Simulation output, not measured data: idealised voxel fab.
Process module name: voxel self aligned contacts
In the cross-section labelled cut, the width is 270 nm and each square cell is 5 nm.
In this document a cross-section is written as a grid of square cells. It is given as a series of bands, listed from the top down, and a band is one or more rows of cells.
The entry gives the band's vertical extent as a top height and a bottom height in nm, then its horizontal make-up as materials from left to right, each with a width in nm. "air" stands for empty space; a single material marked "edge to edge" fills the band edge to edge.
All heights in this document are referenced to 0, defined as the level beneath which the wafer, as received, consists entirely of one material. The lowest band is not bounded below; it extends indefinitely downward and is written in the form "0 down".
Read "30..40" as a graded width: first number on top, second number at the bottom, same change between each pair of neighbouring rows.
"no modification" -> step changed no cross-section cell.
Closed empty spaces (no open way to the top) of 8 cells or more are what "Fully sealed voids" lists, each as width x height at distance from the left edge, nm for all three.
Read whatever lies past the settings on a step's line as the simulator's own remark about the step.
"overlay nm" answers the question of how far to the right of plan the mask lay on a step that has a mask, and when it is negative the answer is to the left.
Plan:
| 1 | op RECEIVE | material Si |
| 2 | op OXIDIZE | depth nm 5 |
| 3 | op DIRECTIONAL_DEP | material polySi | thk nm 25 |
| 4 | op DIRECTIONAL_DEP | material SiN | thk nm 25 |
| 5 | op DIRECTIONAL_DEP | material aC | thk nm 5 |
| 6 | op PATTERN | tone cover | mask id GATE | material resist | width nm 35 | pitch nm 80 | thk nm 30 | overlay nm 0 |
| 7 | op DIRECTIONAL_ETCH | etch materials aC | depth nm 15 |
| 8 | op STRIP | etch materials resist |
| 9 | op DIRECTIONAL_ETCH | etch materials SiN | depth nm 25 |
| 10 | op DIRECTIONAL_ETCH | etch materials polySi | depth nm 25 |
| 11 | op STRIP | etch materials aC |
| 12 | op CONFORMAL_DEP | material SiN | thk nm 10 |
| 13 | op DIRECTIONAL_ETCH | etch materials SiN | depth nm 10 |
| 14 | op FILL_DEP | material SiO2 | thk nm 15 |
| 15 | op CMP | height nm 60 |
| 16 | op DIRECTIONAL_DEP | material aC | thk nm 10 |
| 17 | op PATTERN | tone open | mask id CONTACT | material resist | width nm 65 | thk nm 25 | overlay nm 0 |
| 18 | op DIRECTIONAL_ETCH | etch materials aC | depth nm 10 |
| 19 | op STRIP | etch materials resist |
| 20 | op DIRECTIONAL_ETCH | etch materials SiO2 | depth nm 65 |
| 21 | op STRIP | etch materials aC |
| 22 | op CONFORMAL_DEP | material TiN | thk nm 5 |
| 23 | op FILL_DEP | material Ru | thk nm 10 |
| 24 | op CMP | height nm 60 |
| 25 | op CONFORMAL_DEP | material SiN | thk nm 5 |
Don't read the plan's thk nm for step 5 as applying to every wafer: that's the first wafer's value, and the wafers differ in it, though they all start identical.
First wafer as received, after step 1:
0 down  Si edge to edge
Fully sealed voids: none
For your reference, the table is organized with a row per wafer; each row reflects the wafer at the end of the module, indicating for each material the cells gained (+) or lost (-) since receipt, and thereafter its closed voids:
thk nm 5 | +44 Ru | -54 Si | +204 SiN | +401 SiO2 | +37 TiN | +70 polySi | Fully sealed voids: none
thk nm 10 | +44 Ru | -54 Si | +204 SiN | +401 SiO2 | +37 TiN | +70 polySi | Fully sealed voids: none
thk nm 15 | +44 Ru | -54 Si | +204 SiN | +401 SiO2 | +37 TiN | +70 polySi | Fully sealed voids: none
thk nm 20 | +11 Ru | -54 Si | +324 SiN | +136 SiO2 | +15 TiN | +270 polySi | Fully sealed voids: none
thk nm 25 | +11 Ru | -54 Si | +324 SiN | +136 SiO2 | +15 TiN | +270 polySi | Fully sealed voids: none
thk nm 30 | +11 Ru | -54 Si | +324 SiN | +136 SiO2 | +15 TiN | +270 polySi | Fully sealed voids: none
